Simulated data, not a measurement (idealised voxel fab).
The process module that follows is named voxel transistor to metal.
Square cell edge 5 nm, section width 200 nm, ID cut.
Just so we're on the same page, the cross-sections are grids of square cells, and they're listed out in bands top to bottom, each band one or more rows deep.
Each band's line starts with the height of the band's top and of its bottom, in nm. Then come its materials from left to right, each with its width in nm. One material with "all across" fills the band from edge to edge. "blank" is empty space.
Convention: height 0 is the level below which the wafer, as received, is all one material. The lowest band does not terminate at the bottom but continues downward, represented as "0 nm and below".
Width spec "30->40" -> top row of cells at first value, bottom row at second value, equal per-row change in between.
What does "changes: none" mean for a step? It means no cell of the cross-section changed in that step.
Empty spaces counting at least 8 cells and having no open way to the top are listed in "Completely enclosed voids". The notation width x height at distance is used for each, the distance being from the left edge and all three values in nm.
Formally, on a step line, whatever follows the settings is a remark that the simulator itself makes on the step.
The "overlay nm" setting may appear on a step's line; for a step that uses a mask, it gives how far to the right of its planned position the mask lay, and a negative value indicates the left.
Intended process steps
1. RECEIVE [material Si]
2. OXIDIZE [depth nm 5]
3. CONFORMAL_DEP [material SiN] [thk nm 15]
4. PATTERN [tone cover] [mask id ACTIVE] [material resist] [width nm 125] [thk nm 15] [overlay nm 0]
5. DIRECTIONAL_ETCH [etch materials SiN] [depth nm 15]
6. DIRECTIONAL_ETCH [etch materials SiO2] [depth nm 5]
7. DIRECTIONAL_ETCH [etch materials Si] [depth nm 25]
8. STRIP [etch materials resist]
9. OXIDIZE [depth nm 5]
10. FILL_DEP [material SiO2] [thk nm 10]
11. CMP [height nm 15]
12. SELECTIVE_ETCH [etch materials SiO2] [depth nm 10]
13. STRIP [etch materials SiN]
14. SELECTIVE_ETCH [etch materials SiO2] [depth nm 5]
15. OXIDIZE [depth nm 5]
16. DIRECTIONAL_DEP [material polySi] [thk nm 20]
17. DIRECTIONAL_DEP [material SiCN] [thk nm 15]
18. PATTERN [tone cover] [mask id GATE] [material resist] [width nm 35] [thk nm 15] [overlay nm 0]
19. DIRECTIONAL_ETCH [etch materials SiCN] [depth nm 25]
20. DIRECTIONAL_ETCH [etch materials polySi] [depth nm 30]
21. STRIP [etch materials resist]
22. CONFORMAL_DEP [material SiN] [thk nm 10]
23. DIRECTIONAL_ETCH [etch materials SiN] [depth nm 10]
24. DIRECTIONAL_ETCH [etch materials SiO2] [depth nm 5]
25. DIRECTIONAL_ETCH [etch materials Si] [depth nm 10]
26. EPI [material SiGe] [thk nm 10]
27. FILL_DEP [material SiO2] [thk nm 5]
28. CMP [height nm 15]
29. STRIP [etch materials polySi]
30. SELECTIVE_ETCH [etch materials SiO2] [depth nm 5]
31. CONFORMAL_DEP [material HfO2] [thk nm 5]
32. CONFORMAL_DEP [material TiN] [thk nm 5]
33. FILL_DEP [material W] [thk nm 10]
34. CMP [height nm 10]
35. DIRECTIONAL_DEP [material SiO2] [thk nm 10]
36. MASKED_ETCH [tone open] [mask id CONTACT] [width nm 15] [pitch nm 90] [etch materials SiO2] [depth nm 30] [overlay nm 0]
37. CONFORMAL_DEP [material TiN] [thk nm 5]
38. FILL_DEP [material W] [thk nm 10]
39. CMP [height nm 20]
40. CONFORMAL_DEP [material SiN] [thk nm 5]
41. DIRECTIONAL_DEP [material SiO2] [thk nm 20]
42. PATTERN [tone open] [mask id METAL_1] [material resist] [width nm 15] [pitch nm 90] [thk nm 20] [overlay nm 0]
43. DIRECTIONAL_ETCH [etch materials SiO2] [depth nm 20]
44. DIRECTIONAL_ETCH [etch materials SiN] [depth nm 5]
45. STRIP [etch materials resist]
46. CONFORMAL_DEP [material TiN] [thk nm 5]
47. FILL_DEP [material Cu] [thk nm 5]
48. CMP [height nm 45]
49. CONFORMAL_DEP [material SiN] [thk nm 5]
This is the cross-section of the wafer as we received it, i.e. after step 1
	0 nm and below  Si all across
	Completely enclosed voids: none
First of two wafers, end-of-module section, run followed plan
	50 nm to 45 nm  SiN all across
	45 nm to 25 nm  SiO2: 45; TiN: 5; Cu: 5; TiN: 5; SiO2: 75; TiN: 5; Cu: 5; TiN: 5; SiO2: 50
	25 nm to 20 nm  SiN: 45; TiN: 15; SiN: 75; TiN: 15; SiN: 50
	20 nm to 10 nm  SiO2: 45; TiN: 5; W: 5; TiN: 5; SiO2: 75; TiN: 5; W: 5; TiN: 5; SiO2: 50
	10 nm to 0 nm  SiO2: 45; TiN: 5; W: 5; TiN: 5; SiO2: 10; SiN: 10; HfO2: 5; TiN: 5; W: 15; TiN: 5; HfO2: 5; SiN: 10; SiO2: 10; TiN: 5; W: 5; TiN: 5; SiO2: 50
	0 nm to -5 nm  SiO2: 30; SiN: 10; SiO2: 5; TiN: 5; W: 5; TiN: 5; SiGe: 10; SiN: 10; HfO2: 5; TiN: 25; HfO2: 5; SiN: 10; SiGe: 10; TiN: 5; W: 5; TiN: 5; SiO2: 5; SiN: 10; SiO2: 35
	-5 nm to -10 nm  SiO2: 45; TiN: 15; SiGe: 10; SiO2: 5; HfO2: 45; SiO2: 5; SiGe: 10; TiN: 15; SiO2: 50
	-10 nm to -20 nm  SiO2: 40; SiGe: 30; Si: 55; SiGe: 30; SiO2: 45
	-20 nm to -35 nm  SiO2: 40; Si: 115; SiO2: 45
	-35 nm and below  Si all across
	Completely enclosed voids: none
The second wafer, shown in cross-section after the module: started the same way as the first and given the same plan, yet one mistake crept into how it was run
	50 nm to 45 nm  SiN all across
	45 nm to 25 nm  SiO2: 45; TiN: 5; Cu: 5; TiN: 5; SiO2: 75; TiN: 5; Cu: 5; TiN: 5; SiO2: 50
	25 nm to 20 nm  SiN: 45; TiN: 15; SiN: 75; TiN: 15; SiN: 50
	20 nm to 10 nm  SiO2: 45; TiN: 5; W: 5; TiN: 5; SiO2: 75; TiN: 5; W: 5; TiN: 5; SiO2: 50
	10 nm to 0 nm  SiO2: 45; TiN: 5; W: 5; TiN: 5; SiO2: 10; SiN: 10; HfO2: 5; TiN: 5; W: 15; TiN: 5; HfO2: 5; SiN: 10; SiO2: 10; TiN: 5; W: 5; TiN: 5; SiO2: 50
	0 nm to -5 nm  SiO2: 30; SiN: 10; SiO2: 5; TiN: 5; W: 5; TiN: 5; SiGe: 10; SiN: 10; HfO2: 5; TiN: 25; HfO2: 5; SiN: 10; SiGe: 10; TiN: 5; W: 5; TiN: 5; SiO2: 5; SiN: 10; SiO2: 35
	-5 nm to -10 nm  SiO2: 45; TiN: 15; SiGe: 10; SiO2: 5; HfO2: 45; SiO2: 5; SiGe: 10; TiN: 15; SiO2: 50
	-10 nm to -20 nm  SiO2: 40; SiGe: 30; Si: 55; SiGe: 30; SiO2: 45
	-20 nm to -60 nm  SiO2: 40; Si: 115; SiO2: 45
	-60 nm and below  Si all across
	Completely enclosed voids: none
Misprocessing identified: step 7 of the plan was twice carried out
Final difference in cells, second wafer against first, listed per material as more or fewer: 85 fewer of Si, 85 more of SiO2
